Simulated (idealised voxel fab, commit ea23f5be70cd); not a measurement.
process module | voxel self aligned vias
cross-section cut | 225 nm wide | cells 5 nm
A cross-section is a grid of square cells, given in bands from the top down. A band is one or more rows of cells.
Each band's line starts with the height of the band's top and of its bottom, in nm. Then come its materials from left to right, each with its width in nm. One material with "throughout" fills the band from edge to edge. "air" is empty space.
Height 0 is the level under which the wafer as received is all one material. The lowest band goes on downwards, as in "0 down".
A width such as "30 to 40" changes by the same amount from each row of cells to the next, from the band's top row to its bottom row.
"no change" after a step means that no cell of the cross-section changed.
closed voids: empty space of 8 cells or more with no open way to the top, each as width x height at its distance from the left edge, in nm
after a step's settings: what the simulator itself notes on the step
overlay nm, on a step with a mask: how far to the right of its planned place the mask lay; to the left if negative
plan
1 op RECEIVE | material Si
2 op CONFORMAL_DEP | material SiO2 | thk nm 15
3 op CONFORMAL_DEP | material SiCN | thk nm 5
4 op DIRECTIONAL_DEP | material SiO2 | thk nm 25
5 op MASKED_ETCH | tone open | mask id LINES | width nm 25 | pitch nm 55 | etch materials SiO2 | depth nm 25 | overlay nm 0
6 op CONFORMAL_DEP | material TiN | thk nm 5
7 op FILL_DEP | material W | thk nm 10
8 op CMP | height nm 45
9 op SELECTIVE_ETCH | etch materials W Ru TiN | depth nm 5
10 op FILL_DEP | material SiN | thk nm 5
11 op CMP | height nm 45
12 op DIRECTIONAL_DEP | material SiO2 | thk nm 15
13 op MASKED_ETCH | tone open | mask id VIAS | width nm 35 | pitch nm 55 | etch materials SiO2 | depth nm 15 | overlay nm 0
14 op MASKED_ETCH | tone open | mask id VIAS | width nm 35 | pitch nm 55 | etch materials SiN | depth nm 5 | overlay nm 0
15 op CONFORMAL_DEP | material TiN | thk nm 5
16 op FILL_DEP | material W | thk nm 10
17 op CMP | height nm 60
18 op CONFORMAL_DEP | material SiN | thk nm 5
as received, after step 1
  0 down: Si throughout
  closed voids: none
a wafer at the end: this start, this plan, one mistake
  65 to 60: SiN throughout
  60 to 50: SiO2 65 | TiN 5 | W 25 | TiN 5 | SiO2 20 | TiN 5 | W 25 | TiN 5 | SiO2 70
  50 to 45: SiO2 65 | TiN 35 | SiO2 20 | TiN 35 | SiO2 70
  45 to 40: SiCN throughout
  40 to 0: SiO2 throughout
  0 down: Si throughout
  closed voids: none
what went wrong: steps 3 and 4 were swapped
